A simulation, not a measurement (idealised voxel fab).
The process module that follows is named voxel transistor to metal.
FYI the section here is cut, 180 nm wide, cells are 5 nm squares.
Notation: cross-section as square-cell grid; stated in bands, top first, going down; one or more cell rows per band.
Heads up on the band format: heights come first, top then bottom, in nm. After that it's the materials left to right, each with its width in nm. A single material flagged "throughout" fills the whole band edge to edge, and "empty" means there's empty space there.
Heights are expressed relative to 0, this being the level below which the as-received wafer comprises one material exclusively. The lowest band is unbounded in the downward direction and is denoted as in "0 -> down".
With a width like "30 to 40", each row of cells in the band differs from the next by the same amount, the top row carrying the first number and the bottom row the second.
Key: "nothing altered" - step with no changed cell in the cross-section.
Any empty space of 8 cells or more lacking an open way to the top shows up in "Enclosed internal voids" as width x height at distance, distance from the left edge, in nm.
The remark found on a step's line after its settings is issued by the simulator itself and pertains to that step.
On any step carrying a mask, the "overlay nm" setting, if present on the step's line, tells how far right of its planned place the mask lay; negative values point to the left.
Process steps - plan
step 1: op RECEIVE | material Si
step 2: op CONFORMAL_DEP | material SiO2 | thk nm 5
step 3: op CONFORMAL_DEP | material SiN | thk nm 10
step 4: op MASKED_ETCH | tone cover | mask id ACTIVE | width nm 110 | etch materials SiN | depth nm 10 | overlay nm 0
step 5: op MASKED_ETCH | tone cover | mask id ACTIVE | width nm 110 | etch materials SiO2 | depth nm 5 | overlay nm 0
step 6: op MASKED_ETCH | tone cover | mask id ACTIVE | width nm 110 | etch materials Si | depth nm 30 | overlay nm 0
step 7: op OXIDIZE | depth nm 5
step 8: op FILL_DEP | material SiO2 | thk nm 5
step 9: op CMP | height nm 15
step 10: op SELECTIVE_ETCH | etch materials SiO2 | depth nm 10
step 11: op STRIP | etch materials SiN
step 12: op SELECTIVE_ETCH | etch materials SiO2 | depth nm 5
step 13: op OXIDIZE | depth nm 5
step 14: op DIRECTIONAL_DEP | material polySi | thk nm 20
step 15: op DIRECTIONAL_DEP | material SiCN | thk nm 10
step 16: op PATTERN | tone cover | mask id GATE | material resist | width nm 30 | thk nm 15 | overlay nm 0
step 17: op DIRECTIONAL_ETCH | etch materials SiCN | depth nm 20
step 18: op DIRECTIONAL_ETCH | etch materials polySi | depth nm 30
step 19: op STRIP | etch materials resist
step 20: op CONFORMAL_DEP | material SiN | thk nm 10
step 21: op DIRECTIONAL_ETCH | etch materials SiN | depth nm 10
step 22: op DIRECTIONAL_ETCH | etch materials SiO2 | depth nm 5
step 23: op EPI | material pSi | thk nm 5
step 24: op FILL_DEP | material SiO2 | thk nm 10
step 25: op CMP | height nm 20
step 26: op STRIP | etch materials polySi
step 27: op SELECTIVE_ETCH | etch materials SiO2 | depth nm 5
step 28: op CONFORMAL_DEP | material HfO2 | thk nm 5
step 29: op CONFORMAL_DEP | material TiN | thk nm 5
step 30: op FILL_DEP | material W | thk nm 10
step 31: op CMP | height nm 15
step 32: op DIRECTIONAL_DEP | material SiO2 | thk nm 10
step 33: op MASKED_ETCH | tone open | mask id CONTACT | width nm 20 | pitch nm 80 | etch materials SiO2 | depth nm 25 | overlay nm 0
step 34: op CONFORMAL_DEP | material TiN | thk nm 5
step 35: op FILL_DEP | material Ru | thk nm 5
step 36: op CMP | height nm 25
step 37: op CONFORMAL_DEP | material SiN | thk nm 5
step 38: op DIRECTIONAL_DEP | material lowk | thk nm 20
step 39: op DIRECTIONAL_DEP | material aC | thk nm 15
step 40: op PATTERN | tone open | mask id METAL_1 | material resist | width nm 20 | pitch nm 80 | thk nm 30 | overlay nm 0
step 41: op DIRECTIONAL_ETCH | etch materials aC | depth nm 15
step 42: op STRIP | etch materials resist
step 43: op DIRECTIONAL_ETCH | etch materials lowk | depth nm 20
step 44: op DIRECTIONAL_ETCH | etch materials SiN | depth nm 5
step 45: op STRIP | etch materials aC
step 46: op CONFORMAL_DEP | material TiN | thk nm 5
step 47: op FILL_DEP | material Cu | thk nm 5
step 48: op CMP | height nm 50
step 49: op CONFORMAL_DEP | material SiCN | thk nm 5
step 50: op DIRECTIONAL_DEP | material SiO2 | thk nm 30
step 51: op MASKED_ETCH | tone open | mask id METAL_2_HOLES | width nm 15 | pitch nm 80 | etch materials SiO2 | depth nm 30 | overlay nm 0
step 52: op MASKED_ETCH | tone open | mask id METAL_2 | width nm 20 | pitch nm 80 | etch materials SiO2 | depth nm 20 | overlay nm 0
step 53: op MASKED_ETCH | tone open | mask id METAL_2 | width nm 20 | pitch nm 80 | etch materials SiCN | depth nm 5 | overlay nm 0
step 54: op CONFORMAL_DEP | material TiN | thk nm 5
step 55: op FILL_DEP | material Ru | thk nm 10
step 56: op CMP | height nm 85
step 57: op CONFORMAL_DEP | material SiN | thk nm 5
Cross-section of the wafer as it came to us, i.e., already through step 1
0 -> down | Si throughout
Enclosed internal voids: none
Post-module cross-section: identical start and plan to those above, one misstep in execution
90 -> 85 | SiN throughout
85 -> 70 | SiO2 40 nm | TiN 5 nm | Ru 10 nm | TiN 5 nm | SiO2 60 nm | TiN 5 nm | Ru 10 nm | TiN 5 nm | SiO2 40 nm
70 -> 65 | SiO2 40 nm | TiN 5 nm | Ru 5 nm | TiN 10 nm | SiO2 60 nm | TiN 5 nm | Ru 5 nm | TiN 10 nm | SiO2 40 nm
65 -> 55 | SiO2 40 nm | TiN 5 nm | Ru 5 nm | TiN 5 nm | SiO2 65 nm | TiN 5 nm | Ru 5 nm | TiN 5 nm | SiO2 45 nm
55 -> 50 | SiCN 40 nm | TiN 15 nm | SiCN 65 nm | TiN 15 nm | SiCN 45 nm
50 -> 30 | lowk 40 nm | TiN 5 nm | Cu 10 nm | TiN 5 nm | lowk 60 nm | TiN 5 nm | Cu 10 nm | TiN 5 nm | lowk 40 nm
30 -> 25 | SiN 40 nm | TiN 20 nm | SiN 60 nm | TiN 20 nm | SiN 40 nm
25 -> 15 | SiO2 40 nm | TiN 5 nm | Ru 10 nm | TiN 5 nm | SiO2 60 nm | TiN 5 nm | Ru 10 nm | TiN 5 nm | SiO2 40 nm
15 -> 10 | SiO2 40 nm | TiN 5 nm | Ru 10 nm | TiN 5 nm | SiO2 5 nm | SiN 10 nm | HfO2 5 nm | TiN 5 nm | W 10 nm | TiN 5 nm | HfO2 5 nm | SiN 10 nm | SiO2 5 nm | TiN 5 nm | Ru 10 nm | TiN 5 nm | SiO2 40 nm
10 -> 5 | SiO2 40 nm | TiN 20 nm | SiO2 5 nm | SiN 10 nm | HfO2 5 nm | TiN 20 nm | HfO2 5 nm | SiN 10 nm | SiO2 5 nm | TiN 20 nm | SiO2 40 nm
5 -> 0 | SiO2 30 nm | SiN 10 nm | pSi 25 nm | SiO2 5 nm | HfO2 40 nm | SiO2 5 nm | pSi 25 nm | SiN 10 nm | SiO2 30 nm
0 -> -5 | SiO2 45 nm | Si 90 nm | SiO2 45 nm
-5 -> -30 | SiO2 40 nm | Si 100 nm | SiO2 40 nm
-30 -> down | Si throughout
Enclosed internal voids: none
Error vs. plan: step 2, actual vs plan mismatch, actual run op CONFORMAL_DEP | material polySi | thk nm 5
